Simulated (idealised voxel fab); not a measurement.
A process module follows: voxel self aligned vias.
Xsec cut, 240 nm wide, square cell size 5 nm.
When this document writes out a cross-section, it uses a grid of square cells and lists it as bands, beginning at the top and moving down, with a band standing for one or more rows of cells. Heights first: top, then bottom, in nm. Then materials, left to right, each with a width in nm. "edge to edge" on a single material: fills the band edge to edge. "blank": empty space. The reference from which all heights are counted is 0, the level beneath which the as-received wafer is entirely one material; the lowest band, having no lower bound, proceeds downward and is written after the example "top 0, no bottom". Width spec "30..40" -> top row of cells at first value, bottom row at second value, equal per-row change in between. You'll sometimes find "no alterations made" written for a step, and that's the way of saying that nowhere in the cross-section did a cell change during that step. Entry "Encapsulated voids" = empty spaces >= 8 cells with no open way to the top; each as width x height at distance, distance from left edge, all nm. Note: text after step settings on the step line = simulator remark on that step. overlay nm: mask right of planned place by this much (step with mask). Neg. = left.

SET OUT BELOW ARE THE PLANNED STEPS OF THE PROCESS
1) RECEIVE, material Si
2) CONFORMAL_DEP, material SiO2, thk nm 10
3) CONFORMAL_DEP, material SiCN, thk nm 5
4) DIRECTIONAL_DEP, material SiO2, thk nm 20
5) PATTERN, tone open, mask id LINES, material resist, width nm 25, pitch nm 60, thk nm 20, overlay nm 0
6) DIRECTIONAL_ETCH, etch materials SiO2, depth nm 20
7) STRIP, etch materials resist
8) CONFORMAL_DEP, material TiN, thk nm 5
9) FILL_DEP, material W, thk nm 10
10) CMP, height nm 35
11) SELECTIVE_ETCH, etch materials W Ru TiN, depth nm 10
12) FILL_DEP, material SiN, thk nm 10
13) CMP, height nm 35
14) DIRECTIONAL_DEP, material SiO2, thk nm 20
15) DIRECTIONAL_DEP, material aC, thk nm 15
16) PATTERN, tone open, mask id VIAS, material resist, width nm 35, thk nm 35, overlay nm 0
17) DIRECTIONAL_ETCH, etch materials aC, depth nm 15
18) STRIP, etch materials resist
19) DIRECTIONAL_ETCH, etch materials SiO2, depth nm 20
20) DIRECTIONAL_ETCH, etch materials SiN, depth nm 10
21) STRIP, etch materials aC
22) CONFORMAL_DEP, material TiN, thk nm 5
23) FILL_DEP, material Ru, thk nm 10
24) CMP, height nm 55
25) CONFORMAL_DEP, material SiN, thk nm 5

AS-RECEIVED STATE OF THE WAFER IN CROSS-SECTION, EQUIVALENT TO POST-STEP 1
  top 0, no bottom = Si edge to edge
  Encapsulated voids: none

WHAT THE WAFER LOOKS LIKE IN CROSS-SECTION AFTER THIS MODULE, WHEN IT STARTS AS SHOWN ABOVE AND FOLLOWS THE PLAN ABOVE BUT ONE MISTAKE IS MADE IN RUNNING IT
  top 60, bottom 55 = SiN edge to edge
  top 55, bottom 40 = SiO2: 70; TiN: 5; Ru: 25; TiN: 5; SiO2: 135
  top 40, bottom 35 = SiO2: 70; TiN: 10; Ru: 15; TiN: 10; SiO2: 135
  top 35, bottom 30 = SiO2: 75; TiN: 5; Ru: 15; TiN: 5; SiO2: 35; SiN: 25; SiO2: 80
  top 30, bottom 25 = SiO2: 75; TiN: 25; SiO2: 35; SiN: 25; SiO2: 80
  top 25, bottom 20 = SiO2: 75; TiN: 5; W: 15; TiN: 5; SiO2: 35; TiN: 5; W: 15; TiN: 5; SiO2: 80
  top 20, bottom 15 = SiO2: 75; TiN: 25; SiO2: 35; TiN: 25; SiO2: 80
  top 15, bottom 5 = SiO2 edge to edge
  top 5, bottom 0 = SiCN edge to edge
  top 0, no bottom = Si edge to edge
  Encapsulated voids: none
Where did the run depart from the plan? steps 2 and 3 were swapped
